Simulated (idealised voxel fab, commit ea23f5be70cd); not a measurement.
This section sets out a process module, namely voxel released beams.
Square cells of 5 nm make up the cross-section cut, whose width is 300 nm.
We lay out every cross-section as a grid of square cells and spell it out in bands from the top down, where one band means one or more rows of cells.
The entry gives the band's vertical extent as a top height and a bottom height in nm, then its horizontal make-up as materials from left to right, each with a width in nm. "air" stands for empty space; a single material marked "edge to edge" fills the band edge to edge.
Counting heights begins at 0, where everything beneath is, in the wafer as received, one material. The lowest band has no bottom; it goes on downwards, as "from 0 down" shows.
A two-number width, for instance "30 to 40", indicates that the width is equal to the first number in the top row of the band and to the second number in the bottom row, and that it changes by a constant amount per row of cells.
When a step is marked "remains unaltered", none of the cells in the cross-section changed during that step.
"Trapped void list" - sealed voids, min. 8 cells, no opening to top; format: width x height at distance (distance from left edge; nm throughout).
On a step's line, text after the settings is the simulator commenting on that step.
overlay nm: where the mask lay relative to plan, measured to the right, on steps with a mask; negatives go left.

## The process steps that were planned are listed below
1 RECEIVE,material Si
2 CONFORMAL_DEP,material SiN,thk nm 5
3 DIRECTIONAL_DEP,material SiO2,thk nm 15
4 DIRECTIONAL_DEP,material aC,thk nm 10
5 PATTERN,tone open,mask id ANCHOR,material resist,width nm 30,thk nm 30,overlay nm 0
6 DIRECTIONAL_ETCH,etch materials aC,depth nm 10
7 STRIP,etch materials resist
8 DIRECTIONAL_ETCH,etch materials SiO2,depth nm 15
9 STRIP,etch materials aC
10 CONFORMAL_DEP,material polySi,thk nm 10
11 PATTERN,tone cover,mask id BEAM,material resist,width nm 105,thk nm 15,overlay nm 0
12 DIRECTIONAL_ETCH,etch materials polySi,depth nm 10
13 STRIP,etch materials resist
14 STRIP,etch materials SiO2

## First wafer out of two, processed as planned

## Wafer cross-section on receipt, i.e. after step 1
	from 0 down: Si edge to edge
	Trapped void list: none

## Cross-section: wafer state after step 2
	from 5 to 0: SiN edge to edge
	Nothing below the height 0 has changed.

## Cross-section: wafer state after step 3
	from 20 to 5: SiO2 edge to edge
	Nothing below the height 5 has changed.

## Cross-section: wafer state after step 4
	from 30 to 20: aC edge to edge
	Nothing below the height 20 has changed.

## Cross-section: wafer state after step 5
	from 60 to 30: resist 100 | air 30 | resist 170
	Nothing below the height 30 has changed.

## Cross-section: wafer state after step 6
	from 50 to 30: resist 100 | air 30 | resist 170
	from 30 to 20: aC 100 | air 30 | aC 170
	Nothing below the height 20 has changed.

## Cross-section: wafer state after step 7
	from 30 to 20: aC 100 | air 30 | aC 170
	Nothing below the height 20 has changed.

## Cross-section: wafer state after step 8
	from 30 to 20: aC 100 | air 30 | aC 170
	from 20 to 5: SiO2 100 | air 30 | SiO2 170
	Nothing below the height 5 has changed.

## Cross-section: wafer state after step 9
	from 20 to 5: SiO2 100 | air 30 | SiO2 170
	Nothing below the height 5 has changed.

## Cross-section: wafer state after step 10
	from 30 to 20: polySi 110 | air 10 | polySi 180
	from 20 to 15: SiO2 100 | polySi 10 | air 10 | polySi 10 | SiO2 170
	from 15 to 5: SiO2 100 | polySi 30 | SiO2 170
	Nothing below the height 5 has changed.

## Cross-section: wafer state after step 11
	from 45 to 30: air 95 | resist 105 | air 100
	from 30 to 20: polySi 110 | resist 10 | polySi 180
	from 20 to 15: SiO2 100 | polySi 10 | resist 10 | polySi 10 | SiO2 170
	Nothing below the height 15 has changed.

## Cross-section: wafer state after step 12
	from 45 to 30: air 95 | resist 105 | air 100
	from 30 to 20: air 95 | polySi 15 | resist 10 | polySi 80 | air 100
	Nothing below the height 20 has changed.

## Cross-section: wafer state after step 13
	from 30 to 20: air 95 | polySi 15 | air 10 | polySi 80 | air 100
	from 20 to 15: SiO2 100 | polySi 10 | air 10 | polySi 10 | SiO2 170
	Nothing below the height 15 has changed.

## Cross-section: wafer state after step 14
	from 30 to 20: air 95 | polySi 15 | air 10 | polySi 80 | air 100
	from 20 to 15: air 100 | polySi 10 | air 10 | polySi 10 | air 170
	from 15 to 5: air 100 | polySi 30 | air 170
	Nothing below the height 5 has changed.

## Wafer two of the pair: same origin, same plan, one error during the run; identical to wafer one up to and including step 1

## Cross-section of the second wafer at the time step 2 of the plan should have ended
	from 15 to 0: SiO2 edge to edge
	Nothing below the height 0 has changed.

## Cross-section of the second wafer at the time step 3 of the plan should have ended
	from 20 to 15: SiN edge to edge
	Nothing below the height 15 has changed.

## Cross-section of the second wafer at the time step 4 of the plan should have ended
	from 30 to 20: aC edge to edge
	Nothing below the height 20 has changed.

## Cross-section of the second wafer at the time step 5 of the plan should have ended
	from 60 to 30: resist 100 | air 30 | resist 170
	Nothing below the height 30 has changed.

## Cross-section of the second wafer at the time step 6 of the plan should have ended
	from 50 to 30: resist 100 | air 30 | resist 170
	from 30 to 20: aC 100 | air 30 | aC 170
	Nothing below the height 20 has changed.

## Cross-section of the second wafer at the time step 7 of the plan should have ended
	from 30 to 20: aC 100 | air 30 | aC 170
	Nothing below the height 20 has changed.

Cross-section of the second wafer at the time step 8 of the plan should have ended: remains unaltered

## Cross-section of the second wafer at the time step 9 of the plan should have ended
	from 20 to 15: SiN edge to edge
	Nothing below the height 15 has changed.

## Cross-section of the second wafer at the time step 10 of the plan should have ended
	from 30 to 20: polySi edge to edge
	Nothing below the height 20 has changed.

## Cross-section of the second wafer at the time step 11 of the plan should have ended
	from 45 to 30: air 95 | resist 105 | air 100
	Nothing below the height 30 has changed.

## Cross-section of the second wafer at the time step 12 of the plan should have ended
	from 45 to 30: air 95 | resist 105 | air 100
	from 30 to 20: air 95 | polySi 105 | air 100
	Nothing below the height 20 has changed.

## Cross-section of the second wafer at the time step 13 of the plan should have ended
	from 30 to 20: air 95 | polySi 105 | air 100
	Nothing below the height 20 has changed.

Cross-section of the second wafer at the time step 14 of the plan should have ended: remains unaltered
Processing error: swap of plan steps 2 and 3 during execution
Wrapping up, a cell-based count of both wafers puts the second over or under the first for these materials: +180 SiO2, -12 polySi
